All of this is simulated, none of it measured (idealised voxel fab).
process module | voxel ribs on slabs
The cross-section on display is named cut; it measures 265 nm wide, and its cells are 5 nm squares.
The cross-sections in this document take the form of a grid made of square cells. They are written out as bands, in order from top to bottom. Each band consists of one or more rows of cells. Per band: top height and bottom height in nm, followed by the left-to-right materials and their widths in nm; "edge to edge" marks a single material spanning edge to edge, "empty" marks empty space. The level at which height equals 0 is the one under which the wafer, as it arrives, is entirely one material. No lower edge exists for the bottom band, which continues downward and is notated as in "top 0, no bottom". A width given as "30 to 40" starts at the first number in the band's top row and ends at the second number in its bottom row, shifting by an equal amount at every step from row to row. The cross-section has no changed cell in any step marked "same as before". "Closed void listing": sealed empty spaces, 8 cells or more, no open way to top, listed width x height at distance, with distance from the left edge and width, height and distance in nm. It should be noted that, on the line of a given step, the content following the step's settings is a remark produced by the simulator itself with respect to that step. What "overlay nm" on a step's line means: if the step has a mask, that mask lay this far to the right of its planned place, or, when the value is negative, to the left.
## Planned process steps
1,RECEIVE (material Si)
2,DIRECTIONAL_DEP (material SiO2; thk nm 20)
3,DIRECTIONAL_DEP (material polySi; thk nm 15)
4,PATTERN (tone cover; mask id RIB; material resist; width nm 30; thk nm 15; overlay nm 0)
5,DIRECTIONAL_ETCH (etch materials polySi; depth nm 5)
6,STRIP (etch materials resist)
7,PATTERN (tone cover; mask id SLAB; material resist; width nm 80; thk nm 20; overlay nm 0)
8,DIRECTIONAL_ETCH (etch materials polySi; depth nm 10)
9,STRIP (etch materials resist)
10,FILL_DEP (material SiO2; thk nm 20)
11,CMP (height nm 50)
12,DIRECTIONAL_DEP (material TiN; thk nm 5)
13,DIRECTIONAL_DEP (material aC; thk nm 10)
14,PATTERN (tone cover; mask id HEATER; material resist; width nm 40; thk nm 25; overlay nm 0)
15,DIRECTIONAL_ETCH (etch materials aC; depth nm 10)
16,STRIP (etch materials resist)
17,DIRECTIONAL_ETCH (etch materials TiN; depth nm 5)
18,STRIP (etch materials aC)
19,CONFORMAL_DEP (material SiN; thk nm 5)
## First wafer of two (run as planned)
## Received-state cross-section, reflecting completion of step 1
	top 0, no bottom: Si edge to edge
	Closed void listing: none
## Once step 2 is through, the wafer looks like this in cross-section
	top 20, bottom 0: SiO2 edge to edge
	Lower than 0, everything is as it was.
## Once step 3 is through, the wafer looks like this in cross-section
	top 35, bottom 20: polySi edge to edge
	Lower than 20, everything is as it was.
## Once step 4 is through, the wafer looks like this in cross-section
	top 50, bottom 35: empty: 115, then resist: 30, then empty: 120
	Lower than 35, everything is as it was.
## Once step 5 is through, the wafer looks like this in cross-section
	top 50, bottom 35: empty: 115, then resist: 30, then empty: 120
	top 35, bottom 30: empty: 115, then polySi: 30, then empty: 120
	Lower than 30, everything is as it was.
## Once step 6 is through, the wafer looks like this in cross-section
	top 35, bottom 30: empty: 115, then polySi: 30, then empty: 120
	Lower than 30, everything is as it was.
## Once step 7 is through, the wafer looks like this in cross-section
	top 55, bottom 35: empty: 90, then resist: 80, then empty: 95
	top 35, bottom 30: empty: 90, then resist: 25, then polySi: 30, then resist: 25, then empty: 95
	Lower than 30, everything is as it was.
## Once step 8 is through, the wafer looks like this in cross-section
	top 55, bottom 35: empty: 90, then resist: 80, then empty: 95
	top 35, bottom 30: empty: 90, then resist: 25, then polySi: 30, then resist: 25, then empty: 95
	top 30, bottom 20: empty: 90, then polySi: 80, then empty: 95
	Lower than 20, everything is as it was.
## Once step 9 is through, the wafer looks like this in cross-section
	top 35, bottom 30: empty: 115, then polySi: 30, then empty: 120
	Lower than 30, everything is as it was.
## Once step 10 is through, the wafer looks like this in cross-section
	top 55, bottom 35: SiO2 edge to edge
	top 35, bottom 30: SiO2: 115, then polySi: 30, then SiO2: 120
	top 30, bottom 20: SiO2: 90, then polySi: 80, then SiO2: 95
	Lower than 20, everything is as it was.
## Once step 11 is through, the wafer looks like this in cross-section
	top 50, bottom 35: SiO2 edge to edge
	Lower than 35, everything is as it was.
## Once step 12 is through, the wafer looks like this in cross-section
	top 55, bottom 50: TiN edge to edge
	Lower than 50, everything is as it was.
## Once step 13 is through, the wafer looks like this in cross-section
	top 65, bottom 55: aC edge to edge
	Lower than 55, everything is as it was.
## Once step 14 is through, the wafer looks like this in cross-section
	top 90, bottom 65: empty: 110, then resist: 40, then empty: 115
	Lower than 65, everything is as it was.
## Once step 15 is through, the wafer looks like this in cross-section
	top 80, bottom 65: empty: 110, then resist: 40, then empty: 115
	top 65, bottom 55: empty: 110, then aC: 40, then empty: 115
	Lower than 55, everything is as it was.
## Once step 16 is through, the wafer looks like this in cross-section
	top 65, bottom 55: empty: 110, then aC: 40, then empty: 115
	Lower than 55, everything is as it was.
## Once step 17 is through, the wafer looks like this in cross-section
	top 65, bottom 55: empty: 110, then aC: 40, then empty: 115
	top 55, bottom 50: empty: 110, then TiN: 40, then empty: 115
	Lower than 50, everything is as it was.
## Once step 18 is through, the wafer looks like this in cross-section
	top 55, bottom 50: empty: 110, then TiN: 40, then empty: 115
	Lower than 50, everything is as it was.
## Once step 19 is through, the wafer looks like this in cross-section
	top 60, bottom 55: empty: 105, then SiN: 50, then empty: 110
	top 55, bottom 50: SiN: 110, then TiN: 40, then SiN: 115
	Lower than 50, everything is as it was.
## The remaining wafer, second of the two, started like the first and was run to the same plan, except that one mistake was made along the way; the two coincide through step 1, inclusive
## Planned end of step 2: second wafer, cross-section
	top 40, bottom 0: SiO2 edge to edge
	Lower than 0, everything is as it was.
## Planned end of step 3: second wafer, cross-section
	top 55, bottom 40: polySi edge to edge
	Lower than 40, everything is as it was.
## Planned end of step 4: second wafer, cross-section
	top 70, bottom 55: empty: 115, then resist: 30, then empty: 120
	Lower than 55, everything is as it was.
## Planned end of step 5: second wafer, cross-section
	top 70, bottom 55: empty: 115, then resist: 30, then empty: 120
	top 55, bottom 50: empty: 115, then polySi: 30, then empty: 120
	Lower than 50, everything is as it was.
## Planned end of step 6: second wafer, cross-section
	top 55, bottom 50: empty: 115, then polySi: 30, then empty: 120
	Lower than 50, everything is as it was.
## Planned end of step 7: second wafer, cross-section
	top 75, bottom 55: empty: 90, then resist: 80, then empty: 95
	top 55, bottom 50: empty: 90, then resist: 25, then polySi: 30, then resist: 25, then empty: 95
	Lower than 50, everything is as it was.
## Planned end of step 8: second wafer, cross-section
	top 75, bottom 55: empty: 90, then resist: 80, then empty: 95
	top 55, bottom 50: empty: 90, then resist: 25, then polySi: 30, then resist: 25, then empty: 95
	top 50, bottom 40: empty: 90, then polySi: 80, then empty: 95
	Lower than 40, everything is as it was.
## Planned end of step 9: second wafer, cross-section
	top 55, bottom 50: empty: 115, then polySi: 30, then empty: 120
	Lower than 50, everything is as it was.
## Planned end of step 10: second wafer, cross-section
	top 75, bottom 55: SiO2 edge to edge
	top 55, bottom 50: SiO2: 115, then polySi: 30, then SiO2: 120
	top 50, bottom 40: SiO2: 90, then polySi: 80, then SiO2: 95
	Lower than 40, everything is as it was.
## Planned end of step 11: second wafer, cross-section
	top 50, bottom 40: SiO2: 90, then polySi: 80, then SiO2: 95
	Lower than 40, everything is as it was.
## Planned end of step 12: second wafer, cross-section
	top 55, bottom 50: TiN edge to edge
	Lower than 50, everything is as it was.
## Planned end of step 13: second wafer, cross-section
	top 65, bottom 55: aC edge to edge
	Lower than 55, everything is as it was.
## Planned end of step 14: second wafer, cross-section
	top 90, bottom 65: empty: 110, then resist: 40, then empty: 115
	Lower than 65, everything is as it was.
## Planned end of step 15: second wafer, cross-section
	top 80, bottom 65: empty: 110, then resist: 40, then empty: 115
	top 65, bottom 55: empty: 110, then aC: 40, then empty: 115
	Lower than 55, everything is as it was.
## Planned end of step 16: second wafer, cross-section
	top 65, bottom 55: empty: 110, then aC: 40, then empty: 115
	Lower than 55, everything is as it was.
## Planned end of step 17: second wafer, cross-section
	top 65, bottom 55: empty: 110, then aC: 40, then empty: 115
	top 55, bottom 50: empty: 110, then TiN: 40, then empty: 115
	Lower than 50, everything is as it was.
## Planned end of step 18: second wafer, cross-section
	top 55, bottom 50: empty: 110, then TiN: 40, then empty: 115
	Lower than 50, everything is as it was.
## Planned end of step 19: second wafer, cross-section
	top 60, bottom 55: empty: 105, then SiN: 50, then empty: 110
	top 55, bottom 50: SiN: 110, then TiN: 40, then SiN: 115
	Lower than 50, everything is as it was.
Against the plan, the run slipped here: execution of plan step 2 occurred twice
In the final state, the cell counts of the second wafer exceed or fall short of those of the first for the following materials: +6 SiO2, -6 polySi
